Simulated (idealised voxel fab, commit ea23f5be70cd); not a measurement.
Herein follows the process module entitled voxel capacitor over wiring.
FYI the section here is cut, 165 nm wide, cells are 5 nm squares.
A cross-section is a grid of square cells, given in bands from the top down. A band is one or more rows of cells.
What a band's entry tells you: where the top is and where the bottom is, as heights in nm, and after that what lies inside, material by material from left to right, each with its width in nm. Empty space is written as the word "empty", and a single material marked with the word "everywhere" occupies the band from edge to edge.
Height reference: 0 = level under which incoming wafer is all one material. Lowest band: no bottom, runs on downward, e.g. "0 and below".
Think of "30->40" as a width that walks from the first number to the second as you go down the band, top row to bottom row, taking equal-sized steps from row to row.
Step note "nothing got changed" = no cross-section cell changed.
Empty spaces without an open route to the top, at least 8 cells in extent, make up the entry "Entrapped voids"; each is given as width x height at distance, where the distance is measured from the left edge, and all are in nm.
Past the settings on a step's line: simulator remark, on that step.
"overlay nm" denotes, for a step that has a mask, the displacement of the mask to the right of its planned place, with negative values corresponding to the left.
What follows is a series of pairs. Each pair shows a cross-section before one process step and the cross-section after it, and the after view is drawn only down to the lowest band that changed. Beneath each pair is the step that lies between the two, with its settings. Pairs may come from different runs of this module on the same starting wafer, so a pair continues from the one above it only where its entry headed "Geometry before processing" says so.

**Geometry before processing**
    0 and below | Si everywhere
    Entrapped voids: none

**Post-Step Geometry**
    10 down to 0 | SiO2 everywhere
    Below 0 it's all the same as before, nothing changed down there.
    Entrapped voids: none
Between the two cross-sections shown above lies CONFORMAL_DEP with material SiO2, thk nm 10

Geometry before processing: the pre-step structure is the one depicted after the step in the pair just above.

**Post-Step Geometry**
    15 down to 10 | TiN everywhere
    Below 10 it's all the same as before, nothing changed down there.
    Entrapped voids: none
Between the two cross-sections shown above lies DIRECTIONAL_DEP with material TiN, thk nm 5

Geometry before processing: the pre-step structure is the one depicted after the step in the pair just above.

**Post-Step Geometry**
    30 down to 15 | W everywhere
    Below 15 it's all the same as before, nothing changed down there.
    Entrapped voids: none
Between the two cross-sections shown above lies DIRECTIONAL_DEP with material W, thk nm 15

Geometry before processing: the pre-step structure is the one depicted after the step in the pair just above.

**Post-Step Geometry**
    30 down to 15 | empty=20  W=30  empty=65  W=30  empty=20
    Below 15 it's all the same as before, nothing changed down there.
    Entrapped voids: none
Between the two cross-sections shown above lies MASKED_ETCH with tone cover, mask id METAL_1, width nm 30, pitch nm 95, etch materials W, depth nm 15, overlay nm 0

Geometry before processing: the pre-step structure is the one depicted after the step in the pair just above.

**Post-Step Geometry**
    30 down to 15 | empty=20  W=30  empty=65  W=30  empty=20
    15 down to 10 | empty=20  TiN=30  empty=65  TiN=30  empty=20
    Below 10 it's all the same as before, nothing changed down there.
    Entrapped voids: none
Between the two cross-sections shown above lies MASKED_ETCH with tone cover, mask id METAL_1, width nm 30, pitch nm 95, etch materials TiN, depth nm 5, overlay nm 0

Geometry before processing: the pre-step structure is the one depicted after the step in the pair just above.

**Post-Step Geometry**
    40 down to 30 | lowk everywhere
    30 down to 15 | lowk=20  W=30  lowk=65  W=30  lowk=20
    15 down to 10 | lowk=20  TiN=30  lowk=65  TiN=30  lowk=20
    Below 10 it's all the same as before, nothing changed down there.
    Entrapped voids: none
Between the two cross-sections shown above lies FILL_DEP with material lowk, thk nm 10

Geometry before processing: the pre-step structure is the one depicted after the step in the pair just above.

**Post-Step Geometry**
    30 down to 15 | lowk=20  W=30  lowk=65  W=30  lowk=20
    Below 15 it's all the same as before, nothing changed down there.
    Entrapped voids: none
Between the two cross-sections shown above lies CMP with height nm 30

Geometry before processing: the pre-step structure is the one depicted after the step in the pair just above.

**Post-Step Geometry**
    35 down to 30 | SiCN everywhere
    Below 30 it's all the same as before, nothing changed down there.
    Entrapped voids: none
Between the two cross-sections shown above lies CONFORMAL_DEP with material SiCN, thk nm 5

Geometry before processing: the pre-step structure is the one depicted after the step in the pair just above.

**Post-Step Geometry**
    55 down to 35 | SiO2 everywhere
    Below 35 it's all the same as before, nothing changed down there.
    Entrapped voids: none
Between the two cross-sections shown above lies DIRECTIONAL_DEP with material SiO2, thk nm 20

Geometry before processing: the pre-step structure is the one depicted after the step in the pair just above.

**Post-Step Geometry**
    70 down to 55 | resist=35  empty=15  resist=115
    Below 55 it's all the same as before, nothing changed down there.
    Entrapped voids: none
Between the two cross-sections shown above lies PATTERN with tone open, mask id PLUG_1, material resist, width nm 15, thk nm 15, overlay nm 0

Geometry before processing: the pre-step structure is the one depicted after the step in the pair just above.

**Post-Step Geometry**
    70 down to 55 | resist=35  empty=15  resist=115
    55 down to 35 | SiO2=35  empty=15  SiO2=115
    Below 35 it's all the same as before, nothing changed down there.
    Entrapped voids: none
Between the two cross-sections shown above lies DIRECTIONAL_ETCH with etch materials SiO2, depth nm 20

Geometry before processing: the pre-step structure is the one depicted after the step in the pair just above.

**Post-Step Geometry**
    70 down to 55 | resist=35  empty=15  resist=115
    55 down to 35 | SiO2=35  empty=15  SiO2=115
    35 down to 30 | SiCN=35  empty=15  SiCN=115
    Below 30 it's all the same as before, nothing changed down there.
    Entrapped voids: none
Between the two cross-sections shown above lies DIRECTIONAL_ETCH with etch materials SiCN, depth nm 5

Geometry before processing: the pre-step structure is the one depicted after the step in the pair just above.

**Post-Step Geometry**
    55 down to 35 | SiO2=35  empty=15  SiO2=115
    Below 35 it's all the same as before, nothing changed down there.
    Entrapped voids: none
Between the two cross-sections shown above lies STRIP with etch materials resist

Geometry before processing: the pre-step structure is the one depicted after the step in the pair just above.

**Post-Step Geometry**
    60 down to 55 | TiN=40  empty=5  TiN=120
    55 down to 35 | SiO2=35  TiN=5  empty=5  TiN=5  SiO2=115
    35 down to 30 | SiCN=35  TiN=15  SiCN=115
    Below 30 it's all the same as before, nothing changed down there.
    Entrapped voids: none
Between the two cross-sections shown above lies CONFORMAL_DEP with material TiN, thk nm 5

Geometry before processing: the pre-step structure is the one depicted after the step in the pair just above.

**Post-Step Geometry**
    65 down to 60 | W everywhere
    60 down to 55 | TiN=40  W=5  TiN=120
    55 down to 35 | SiO2=35  TiN=5  W=5  TiN=5  SiO2=115
    Below 35 it's all the same as before, nothing changed down there.
    Entrapped voids: none
Between the two cross-sections shown above lies FILL_DEP with material W, thk nm 5

Geometry before processing: the pre-step structure is the one depicted after the step in the pair just above.

**Post-Step Geometry**
    55 down to 35 | SiO2=35  TiN=5  W=5  TiN=5  SiO2=115
    Below 35 it's all the same as before, nothing changed down there.
    Entrapped voids: none
Between the two cross-sections shown above lies CMP with height nm 55

Geometry before processing: the pre-step structure is the one depicted after the step in the pair just above.

**Post-Step Geometry**
    65 down to 55 | TiN everywhere
    Below 55 it's all the same as before, nothing changed down there.
    Entrapped voids: none
Between the two cross-sections shown above lies DIRECTIONAL_DEP with material TiN, thk nm 10

Geometry before processing: the pre-step structure is the one depicted after the step in the pair just above.

**Post-Step Geometry**
    70 down to 65 | SiN everywhere
    Below 65 it's all the same as before, nothing changed down there.
    Entrapped voids: none
Between the two cross-sections shown above lies DIRECTIONAL_DEP with material SiN, thk nm 5

Geometry before processing: the pre-step structure is the one depicted after the step in the pair just above.

**Post-Step Geometry**
    75 down to 70 | TiN everywhere
    Below 70 it's all the same as before, nothing changed down there.
    Entrapped voids: none
Between the two cross-sections shown above lies DIRECTIONAL_DEP with material TiN, thk nm 5

Geometry before processing: the pre-step structure is the one depicted after the step in the pair just above.

**Post-Step Geometry**
    85 down to 75 | aC everywhere
    Below 75 it's all the same as before, nothing changed down there.
    Entrapped voids: none
Between the two cross-sections shown above lies DIRECTIONAL_DEP with material aC, thk nm 10

Geometry before processing: the pre-step structure is the one depicted after the step in the pair just above.

**Post-Step Geometry**
    115 down to 85 | empty=35  resist=70  empty=60
    Below 85 it's all the same as before, nothing changed down there.
    Entrapped voids: none
Between the two cross-sections shown above lies PATTERN with tone cover, mask id UPPER_PLATE, material resist, width nm 70, thk nm 30, overlay nm 0

Geometry before processing: the pre-step structure is the one depicted after the step in the pair just above.

**Post-Step Geometry**
    105 down to 85 | empty=35  resist=70  empty=60
    85 down to 75 | empty=35  aC=70  empty=60
    Below 75 it's all the same as before, nothing changed down there.
    Entrapped voids: none
Between the two cross-sections shown above lies DIRECTIONAL_ETCH with etch materials aC, depth nm 10

Geometry before processing: the pre-step structure is the one depicted after the step in the pair just above.

**Post-Step Geometry**
    85 down to 75 | empty=35  aC=70  empty=60
    Below 75 it's all the same as before, nothing changed down there.
    Entrapped voids: none
Between the two cross-sections shown above lies STRIP with etch materials resist

Geometry before processing: the pre-step structure is the one depicted after the step in the pair just above.

**Post-Step Geometry**
    85 down to 75 | empty=35  aC=70  empty=60
    75 down to 70 | empty=35  TiN=70  empty=60
    Below 70 it's all the same as before, nothing changed down there.
    Entrapped voids: none
Between the two cross-sections shown above lies DIRECTIONAL_ETCH with etch materials TiN, depth nm 5

Geometry before processing: the pre-step structure is the one depicted after the step in the pair just above.

**Post-Step Geometry**
    85 down to 75 | empty=35  aC=70  empty=60
    75 down to 70 | empty=35  TiN=70  empty=60
    70 down to 65 | empty=35  SiN=70  empty=60
    Below 65 it's all the same as before, nothing changed down there.
    Entrapped voids: none
Between the two cross-sections shown above lies DIRECTIONAL_ETCH with etch materials SiN, depth nm 5

Geometry before processing: the pre-step structure is the one depicted after the step in the pair just above.

**Post-Step Geometry**
    75 down to 70 | empty=35  TiN=70  empty=60
    Below 70 it's all the same as before, nothing changed down there.
    Entrapped voids: none
Between the two cross-sections shown above lies STRIP with etch materials aC

Geometry before processing: the pre-step structure is the one depicted after the step in the pair just above.

**Post-Step Geometry**
    90 down to 75 | empty=30  resist=80  empty=55
    75 down to 70 | empty=30  resist=5  TiN=70  resist=5  empty=55
    70 down to 65 | empty=30  resist=5  SiN=70  resist=5  empty=55
    Below 65 it's all the same as before, nothing changed down there.
    Entrapped voids: none
Between the two cross-sections shown above lies PATTERN with tone cover, mask id LOWER_PLATE, material resist, width nm 80, thk nm 15, overlay nm 0

Geometry before processing: the pre-step structure is the one depicted after the step in the pair just above.

**Post-Step Geometry**
    90 down to 75 | empty=30  resist=80  empty=55
    75 down to 70 | empty=30  resist=5  TiN=70  resist=5  empty=55
    70 down to 65 | empty=30  resist=5  SiN=70  resist=5  empty=55
    65 down to 55 | empty=30  TiN=80  empty=55
    Below 55 it's all the same as before, nothing changed down there.
    Entrapped voids: none
Between the two cross-sections shown above lies DIRECTIONAL_ETCH with etch materials TiN, depth nm 10

Geometry before processing: the pre-step structure is the one depicted after the step in the pair just above.

**Post-Step Geometry**
    75 down to 70 | empty=35  TiN=70  empty=60
    70 down to 65 | empty=35  SiN=70  empty=60
    Below 65 it's all the same as before, nothing changed down there.
    Entrapped voids: none
Between the two cross-sections shown above lies STRIP with etch materials resist

Geometry before processing: the pre-step structure is the one depicted after the step in the pair just above.

**Post-Step Geometry**
    95 down to 75 | SiO2 everywhere
    75 down to 70 | SiO2=35  TiN=70  SiO2=60
    70 down to 65 | SiO2=35  SiN=70  SiO2=60
    65 down to 55 | SiO2=30  TiN=80  SiO2=55
    Below 55 it's all the same as before, nothing changed down there.
    Entrapped voids: none
Between the two cross-sections shown above lies FILL_DEP with material SiO2, thk nm 20

Geometry before processing: the pre-step structure is the one depicted after the step in the pair just above.

**Post-Step Geometry**
    90 down to 75 | SiO2 everywhere
    Below 75 it's all the same as before, nothing changed down there.
    Entrapped voids: none
Between the two cross-sections shown above lies CMP with height nm 90

Geometry before processing: the pre-step structure is the one depicted after the step in the pair just above.

**Post-Step Geometry**
    90 down to 75 | SiO2=45  empty=15  SiO2=105
    Below 75 it's all the same as before, nothing changed down there.
    Entrapped voids: none
Between the two cross-sections shown above lies MASKED_ETCH with tone open, mask id PLUG_2, width nm 15, etch materials SiO2, depth nm 15, overlay nm 0

Geometry before processing: the pre-step structure is the one depicted after the step in the pair just above.

**Post-Step Geometry**
    95 down to 90 | TiN=50  empty=5  TiN=110
    90 down to 80 | SiO2=45  TiN=5  empty=5  TiN=5  SiO2=105
    80 down to 70 | SiO2=45->35  TiN=15->70  SiO2=105->60
    Below 70 it's all the same as before, nothing changed down there.
    Entrapped voids: none
Between the two cross-sections shown above lies CONFORMAL_DEP with material TiN, thk nm 5

Geometry before processing: the pre-step structure is the one depicted after the step in the pair just above.

**Post-Step Geometry**
    100 down to 95 | Ru everywhere
    95 down to 90 | TiN=50  Ru=5  TiN=110
    90 down to 80 | SiO2=45  TiN=5  Ru=5  TiN=5  SiO2=105
    Below 80 it's all the same as before, nothing changed down there.
    Entrapped voids: none
Between the two cross-sections shown above lies FILL_DEP with material Ru, thk nm 5

Geometry before processing: the pre-step structure is the one depicted after the step in the pair just above.

**Post-Step Geometry**
    90 down to 80 | SiO2=45  TiN=5  Ru=5  TiN=5  SiO2=105
    Below 80 it's all the same as before, nothing changed down there.
    Entrapped voids: none
Between the two cross-sections shown above lies CMP with height nm 90

Geometry before processing: the pre-step structure is the one depicted after the step in the pair just above.

**Post-Step Geometry**
    95 down to 90 | SiN everywhere
    Below 90 it's all the same as before, nothing changed down there.
    Entrapped voids: none
Between the two cross-sections shown above lies CONFORMAL_DEP with material SiN, thk nm 5

**Geometry before processing**
    70 down to 65 | SiN everywhere
    65 down to 55 | TiN everywhere
    55 down to 35 | SiO2=35  TiN=5  W=5  TiN=5  SiO2=115
    35 down to 30 | SiCN=35  TiN=15  SiCN=115
    30 down to 15 | lowk=20  W=30  lowk=65  W=30  lowk=20
    15 down to 10 | lowk=20  TiN=30  lowk=65  TiN=30  lowk=20
    10 down to 0 | SiO2 everywhere
    0 and below | Si everywhere
    Entrapped voids: none

**Post-Step Geometry**
    80 down to 70 | aC everywhere
    Below 70 it's all the same as before, nothing changed down there.
    Entrapped voids: none
Between the two cross-sections shown above lies DIRECTIONAL_DEP with material aC, thk nm 10

Geometry before processing: the pre-step structure is the one depicted after the step in the pair just above.

**Post-Step Geometry**
    110 down to 80 | empty=35  resist=70  empty=60
    Below 80 it's all the same as before, nothing changed down there.
    Entrapped voids: none
Between the two cross-sections shown above lies PATTERN with tone cover, mask id UPPER_PLATE, material resist, width nm 70, thk nm 30, overlay nm 0

Geometry before processing: the pre-step structure is the one depicted after the step in the pair just above.

**Post-Step Geometry**
    100 down to 80 | empty=35  resist=70  empty=60
    80 down to 70 | empty=35  aC=70  empty=60
    Below 70 it's all the same as before, nothing changed down there.
    Entrapped voids: none
Between the two cross-sections shown above lies DIRECTIONAL_ETCH with etch materials aC, depth nm 10

Geometry before processing: the pre-step structure is the one depicted after the step in the pair just above.

**Post-Step Geometry**
    80 down to 70 | empty=35  aC=70  empty=60
    Below 70 it's all the same as before, nothing changed down there.
    Entrapped voids: none
Between the two cross-sections shown above lies STRIP with etch materials resist

Geometry before processing: the pre-step structure is the one depicted after the step in the pair just above.

**Post-Step Geometry**
    80 down to 70 | empty=35  aC=70  empty=60
    70 down to 65 | empty=35  SiN=70  empty=60
    Below 65 it's all the same as before, nothing changed down there.
    Entrapped voids: none
Between the two cross-sections shown above lies DIRECTIONAL_ETCH with etch materials SiN, depth nm 5

Geometry before processing: the pre-step structure is the one depicted after the step in the pair just above.

**Post-Step Geometry**
    70 down to 65 | empty=35  SiN=70  empty=60
    Below 65 it's all the same as before, nothing changed down there.
    Entrapped voids: none
Between the two cross-sections shown above lies STRIP with etch materials aC

Geometry before processing: the pre-step structure is the one depicted after the step in the pair just above.

**Post-Step Geometry**
    85 down to 70 | empty=30  resist=80  empty=55
    70 down to 65 | empty=30  resist=5  SiN=70  resist=5  empty=55
    Below 65 it's all the same as before, nothing changed down there.
    Entrapped voids: none
Between the two cross-sections shown above lies PATTERN with tone cover, mask id LOWER_PLATE, material resist, width nm 80, thk nm 15, overlay nm 0

Geometry before processing: the pre-step structure is the one depicted after the step in the pair just above.

**Post-Step Geometry**
    85 down to 70 | empty=30  resist=80  empty=55
    70 down to 65 | empty=30  resist=5  SiN=70  resist=5  empty=55
    65 down to 55 | empty=30  TiN=80  empty=55
    Below 55 it's all the same as before, nothing changed down there.
    Entrapped voids: none
Between the two cross-sections shown above lies DIRECTIONAL_ETCH with etch materials TiN, depth nm 10

Geometry before processing: the pre-step structure is the one depicted after the step in the pair just above.

**Post-Step Geometry**
    70 down to 65 | empty=35  SiN=70  empty=60
    Below 65 it's all the same as before, nothing changed down there.
    Entrapped voids: none
Between the two cross-sections shown above lies STRIP with etch materials resist

Geometry before processing: the pre-step structure is the one depicted after the step in the pair just above.

**Post-Step Geometry**
    90 down to 70 | SiO2 everywhere
    70 down to 65 | SiO2=35  SiN=70  SiO2=60
    65 down to 55 | SiO2=30  TiN=80  SiO2=55
    Below 55 it's all the same as before, nothing changed down there.
    Entrapped voids: none
Between the two cross-sections shown above lies FILL_DEP with material SiO2, thk nm 20

Geometry before processing: the pre-step structure is the one depicted after the step in the pair just above.

**Post-Step Geometry**
    90 down to 75 | SiO2=45  empty=15  SiO2=105
    Below 75 it's all the same as before, nothing changed down there.
    Entrapped voids: none
Between the two cross-sections shown above lies MASKED_ETCH with tone open, mask id PLUG_2, width nm 15, etch materials SiO2, depth nm 15, overlay nm 0

Geometry before processing: the pre-step structure is the one depicted after the step in the pair just above.

**Post-Step Geometry**
    95 down to 90 | TiN=50  empty=5  TiN=110
    90 down to 80 | SiO2=45  TiN=5  empty=5  TiN=5  SiO2=105
    80 down to 75 | SiO2=45  TiN=15  SiO2=105
    Below 75 it's all the same as before, nothing changed down there.
    Entrapped voids: none
Between the two cross-sections shown above lies CONFORMAL_DEP with material TiN, thk nm 5

Geometry before processing: the pre-step structure is the one depicted after the step in the pair just above.

**Post-Step Geometry**
    100 down to 95 | Ru everywhere
    95 down to 90 | TiN=50  Ru=5  TiN=110
    90 down to 80 | SiO2=45  TiN=5  Ru=5  TiN=5  SiO2=105
    Below 80 it's all the same as before, nothing changed down there.
    Entrapped voids: none
Between the two cross-sections shown above lies FILL_DEP with material Ru, thk nm 5

Geometry before processing: the pre-step structure is the one depicted after the step in the pair just above.

**Post-Step Geometry**
    90 down to 80 | SiO2=45  TiN=5  Ru=5  TiN=5  SiO2=105
    Below 80 it's all the same as before, nothing changed down there.
    Entrapped voids: none
Between the two cross-sections shown above lies CMP with height nm 90

Geometry before processing: the pre-step structure is the one depicted after the step in the pair just above.

**Post-Step Geometry**
    95 down to 90 | SiN everywhere
    Below 90 it's all the same as before, nothing changed down there.
    Entrapped voids: none
Between the two cross-sections shown above lies CONFORMAL_DEP with material SiN, thk nm 5

**Geometry before processing**
    0 and below | Si everywhere
    Entrapped voids: none

**Post-Step Geometry**
    5 down to 0 | TiN everywhere
    Below 0 it's all the same as before, nothing changed down there.
    Entrapped voids: none
Between the two cross-sections shown above lies DIRECTIONAL_DEP with material TiN, thk nm 5

Geometry before processing: the pre-step structure is the one depicted after the step in the pair just above.

**Post-Step Geometry**
    15 down to 5 | SiO2 everywhere
    Below 5 it's all the same as before, nothing changed down there.
    Entrapped voids: none
Between the two cross-sections shown above lies CONFORMAL_DEP with material SiO2, thk nm 10

Geometry before processing: the pre-step structure is the one depicted after the step in the pair just above.

**Post-Step Geometry**
    30 down to 15 | W everywhere
    Below 15 it's all the same as before, nothing changed down there.
    Entrapped voids: none
Between the two cross-sections shown above lies DIRECTIONAL_DEP with material W, thk nm 15

Geometry before processing: the pre-step structure is the one depicted after the step in the pair just above.

**Post-Step Geometry**
    30 down to 15 | empty=20  W=30  empty=65  W=30  empty=20
    Below 15 it's all the same as before, nothing changed down there.
    Entrapped voids: none
Between the two cross-sections shown above lies MASKED_ETCH with tone cover, mask id METAL_1, width nm 30, pitch nm 95, etch materials W, depth nm 15, overlay nm 0

Geometry before processing: the pre-step structure is the one depicted after the step in the pair just above.

**Post-Step Geometry**
    40 down to 30 | lowk everywhere
    30 down to 15 | lowk=20  W=30  lowk=65  W=30  lowk=20
    Below 15 it's all the same as before, nothing changed down there.
    Entrapped voids: none
Between the two cross-sections shown above lies FILL_DEP with material lowk, thk nm 10

Geometry before processing: the pre-step structure is the one depicted after the step in the pair just above.

**Post-Step Geometry**
    30 down to 15 | lowk=20  W=30  lowk=65  W=30  lowk=20
    Below 15 it's all the same as before, nothing changed down there.
    Entrapped voids: none
Between the two cross-sections shown above lies CMP with height nm 30

Geometry before processing: the pre-step structure is the one depicted after the step in the pair just above.

**Post-Step Geometry**
    35 down to 30 | SiCN everywhere
    Below 30 it's all the same as before, nothing changed down there.
    Entrapped voids: none
Between the two cross-sections shown above lies CONFORMAL_DEP with material SiCN, thk nm 5

Geometry before processing: the pre-step structure is the one depicted after the step in the pair just above.

**Post-Step Geometry**
    55 down to 35 | SiO2 everywhere
    Below 35 it's all the same as before, nothing changed down there.
    Entrapped voids: none
Between the two cross-sections shown above lies DIRECTIONAL_DEP with material SiO2, thk nm 20

Geometry before processing: the pre-step structure is the one depicted after the step in the pair just above.

**Post-Step Geometry**
    70 down to 55 | resist=35  empty=15  resist=115
    Below 55 it's all the same as before, nothing changed down there.
    Entrapped voids: none
Between the two cross-sections shown above lies PATTERN with tone open, mask id PLUG_1, material resist, width nm 15, thk nm 15, overlay nm 0

Geometry before processing: the pre-step structure is the one depicted after the step in the pair just above.

**Post-Step Geometry**
    70 down to 55 | resist=35  empty=15  resist=115
    55 down to 35 | SiO2=35  empty=15  SiO2=115
    Below 35 it's all the same as before, nothing changed down there.
    Entrapped voids: none
Between the two cross-sections shown above lies DIRECTIONAL_ETCH with etch materials SiO2, depth nm 20

Geometry before processing: the pre-step structure is the one depicted after the step in the pair just above.

**Post-Step Geometry**
    70 down to 55 | resist=35  empty=15  resist=115
    55 down to 35 | SiO2=35  empty=15  SiO2=115
    35 down to 30 | SiCN=35  empty=15  SiCN=115
    Below 30 it's all the same as before, nothing changed down there.
    Entrapped voids: none
Between the two cross-sections shown above lies DIRECTIONAL_ETCH with etch materials SiCN, depth nm 5

Geometry before processing: the pre-step structure is the one depicted after the step in the pair just above.

**Post-Step Geometry**
    55 down to 35 | SiO2=35  empty=15  SiO2=115
    Below 35 it's all the same as before, nothing changed down there.
    Entrapped voids: none
Between the two cross-sections shown above lies STRIP with etch materials resist

Geometry before processing: the pre-step structure is the one depicted after the step in the pair just above.

**Post-Step Geometry**
    60 down to 55 | TiN=40  empty=5  TiN=120
    55 down to 35 | SiO2=35  TiN=5  empty=5  TiN=5  SiO2=115
    35 down to 30 | SiCN=35  TiN=15  SiCN=115
    Below 30 it's all the same as before, nothing changed down there.
    Entrapped voids: none
Between the two cross-sections shown above lies CONFORMAL_DEP with material TiN, thk nm 5

Geometry before processing: the pre-step structure is the one depicted after the step in the pair just above.

**Post-Step Geometry**
    65 down to 60 | W everywhere
    60 down to 55 | TiN=40  W=5  TiN=120
    55 down to 35 | SiO2=35  TiN=5  W=5  TiN=5  SiO2=115
    Below 35 it's all the same as before, nothing changed down there.
    Entrapped voids: none
Between the two cross-sections shown above lies FILL_DEP with material W, thk nm 5

Geometry before processing: the pre-step structure is the one depicted after the step in the pair just above.

**Post-Step Geometry**
    55 down to 35 | SiO2=35  TiN=5  W=5  TiN=5  SiO2=115
    Below 35 it's all the same as before, nothing changed down there.
    Entrapped voids: none
Between the two cross-sections shown above lies CMP with height nm 55

Geometry before processing: the pre-step structure is the one depicted after the step in the pair just above.

**Post-Step Geometry**
    65 down to 55 | TiN everywhere
    Below 55 it's all the same as before, nothing changed down there.
    Entrapped voids: none
Between the two cross-sections shown above lies DIRECTIONAL_DEP with material TiN, thk nm 10

Geometry before processing: the pre-step structure is the one depicted after the step in the pair just above.

**Post-Step Geometry**
    70 down to 65 | SiN everywhere
    Below 65 it's all the same as before, nothing changed down there.
    Entrapped voids: none
Between the two cross-sections shown above lies DIRECTIONAL_DEP with material SiN, thk nm 5

Geometry before processing: the pre-step structure is the one depicted after the step in the pair just above.

**Post-Step Geometry**
    75 down to 70 | TiN everywhere
    Below 70 it's all the same as before, nothing changed down there.
    Entrapped voids: none
Between the two cross-sections shown above lies DIRECTIONAL_DEP with material TiN, thk nm 5

Geometry before processing: the pre-step structure is the one depicted after the step in the pair just above.

**Post-Step Geometry**
    85 down to 75 | aC everywhere
    Below 75 it's all the same as before, nothing changed down there.
    Entrapped voids: none
Between the two cross-sections shown above lies DIRECTIONAL_DEP with material aC, thk nm 10

Geometry before processing: the pre-step structure is the one depicted after the step in the pair just above.

**Post-Step Geometry**
    115 down to 85 | empty=35  resist=70  empty=60
    Below 85 it's all the same as before, nothing changed down there.
    Entrapped voids: none
Between the two cross-sections shown above lies PATTERN with tone cover, mask id UPPER_PLATE, material resist, width nm 70, thk nm 30, overlay nm 0

Geometry before processing: the pre-step structure is the one depicted after the step in the pair just above.

**Post-Step Geometry**
    105 down to 85 | empty=35  resist=70  empty=60
    85 down to 75 | empty=35  aC=70  empty=60
    Below 75 it's all the same as before, nothing changed down there.
    Entrapped voids: none
Between the two cross-sections shown above lies DIRECTIONAL_ETCH with etch materials aC, depth nm 10

Geometry before processing: the pre-step structure is the one depicted after the step in the pair just above.

**Post-Step Geometry**
    85 down to 75 | empty=35  aC=70  empty=60
    Below 75 it's all the same as before, nothing changed down there.
    Entrapped voids: none
Between the two cross-sections shown above lies STRIP with etch materials resist

Geometry before processing: the pre-step structure is the one depicted after the step in the pair just above.

**Post-Step Geometry**
    85 down to 75 | empty=35  aC=70  empty=60
    75 down to 70 | empty=35  TiN=70  empty=60
    Below 70 it's all the same as before, nothing changed down there.
    Entrapped voids: none
Between the two cross-sections shown above lies DIRECTIONAL_ETCH with etch materials TiN, depth nm 5

Geometry before processing: the pre-step structure is the one depicted after the step in the pair just above.

**Post-Step Geometry**
    85 down to 75 | empty=35  aC=70  empty=60
    75 down to 70 | empty=35  TiN=70  empty=60
    70 down to 65 | empty=35  SiN=70  empty=60
    Below 65 it's all the same as before, nothing changed down there.
    Entrapped voids: none
Between the two cross-sections shown above lies DIRECTIONAL_ETCH with etch materials SiN, depth nm 5

Geometry before processing: the pre-step structure is the one depicted after the step in the pair just above.

**Post-Step Geometry**
    75 down to 70 | empty=35  TiN=70  empty=60
    Below 70 it's all the same as before, nothing changed down there.
    Entrapped voids: none
Between the two cross-sections shown above lies STRIP with etch materials aC

Geometry before processing: the pre-step structure is the one depicted after the step in the pair just above.

**Post-Step Geometry**
    90 down to 75 | empty=30  resist=80  empty=55
    75 down to 70 | empty=30  resist=5  TiN=70  resist=5  empty=55
    70 down to 65 | empty=30  resist=5  SiN=70  resist=5  empty=55
    Below 65 it's all the same as before, nothing changed down there.
    Entrapped voids: none
Between the two cross-sections shown above lies PATTERN with tone cover, mask id LOWER_PLATE, material resist, width nm 80, thk nm 15, overlay nm 0

Geometry before processing: the pre-step structure is the one depicted after the step in the pair just above.

**Post-Step Geometry**
    90 down to 75 | empty=30  resist=80  empty=55
    75 down to 70 | empty=30  resist=5  TiN=70  resist=5  empty=55
    70 down to 65 | empty=30  resist=5  SiN=70  resist=5  empty=55
    65 down to 55 | empty=30  TiN=80  empty=55
    Below 55 it's all the same as before, nothing changed down there.
    Entrapped voids: none
Between the two cross-sections shown above lies DIRECTIONAL_ETCH with etch materials TiN, depth nm 10

Geometry before processing: the pre-step structure is the one depicted after the step in the pair just above.

**Post-Step Geometry**
    75 down to 70 | empty=35  TiN=70  empty=60
    70 down to 65 | empty=35  SiN=70  empty=60
    Below 65 it's all the same as before, nothing changed down there.
    Entrapped voids: none
Between the two cross-sections shown above lies STRIP with etch materials resist

Geometry before processing: the pre-step structure is the one depicted after the step in the pair just above.

**Post-Step Geometry**
    95 down to 75 | SiO2 everywhere
    75 down to 70 | SiO2=35  TiN=70  SiO2=60
    70 down to 65 | SiO2=35  SiN=70  SiO2=60
    65 down to 55 | SiO2=30  TiN=80  SiO2=55
    Below 55 it's all the same as before, nothing changed down there.
    Entrapped voids: none
Between the two cross-sections shown above lies FILL_DEP with material SiO2, thk nm 20

Geometry before processing: the pre-step structure is the one depicted after the step in the pair just above.

**Post-Step Geometry**
    90 down to 75 | SiO2 everywhere
    Below 75 it's all the same as before, nothing changed down there.
    Entrapped voids: none
Between the two cross-sections shown above lies CMP with height nm 90

Geometry before processing: the pre-step structure is the one depicted after the step in the pair just above.

**Post-Step Geometry**
    90 down to 75 | SiO2=45  empty=15  SiO2=105
    Below 75 it's all the same as before, nothing changed down there.
    Entrapped voids: none
Between the two cross-sections shown above lies MASKED_ETCH with tone open, mask id PLUG_2, width nm 15, etch materials SiO2, depth nm 15, overlay nm 0

Geometry before processing: the pre-step structure is the one depicted after the step in the pair just above.

**Post-Step Geometry**
    95 down to 90 | TiN=50  empty=5  TiN=110
    90 down to 80 | SiO2=45  TiN=5  empty=5  TiN=5  SiO2=105
    80 down to 70 | SiO2=45->35  TiN=15->70  SiO2=105->60
    Below 70 it's all the same as before, nothing changed down there.
    Entrapped voids: none
Between the two cross-sections shown above lies CONFORMAL_DEP with material TiN, thk nm 5

Geometry before processing: the pre-step structure is the one depicted after the step in the pair just above.

**Post-Step Geometry**
    100 down to 95 | Ru everywhere
    95 down to 90 | TiN=50  Ru=5  TiN=110
    90 down to 80 | SiO2=45  TiN=5  Ru=5  TiN=5  SiO2=105
    Below 80 it's all the same as before, nothing changed down there.
    Entrapped voids: none
Between the two cross-sections shown above lies FILL_DEP with material Ru, thk nm 5

Geometry before processing: the pre-step structure is the one depicted after the step in the pair just above.

**Post-Step Geometry**
    90 down to 80 | SiO2=45  TiN=5  Ru=5  TiN=5  SiO2=105
    Below 80 it's all the same as before, nothing changed down there.
    Entrapped voids: none
Between the two cross-sections shown above lies CMP with height nm 90

Geometry before processing: the pre-step structure is the one depicted after the step in the pair just above.

**Post-Step Geometry**
    95 down to 90 | SiN everywhere
    Below 90 it's all the same as before, nothing changed down there.
    Entrapped voids: none
Between the two cross-sections shown above lies CONFORMAL_DEP with material SiN, thk nm 5
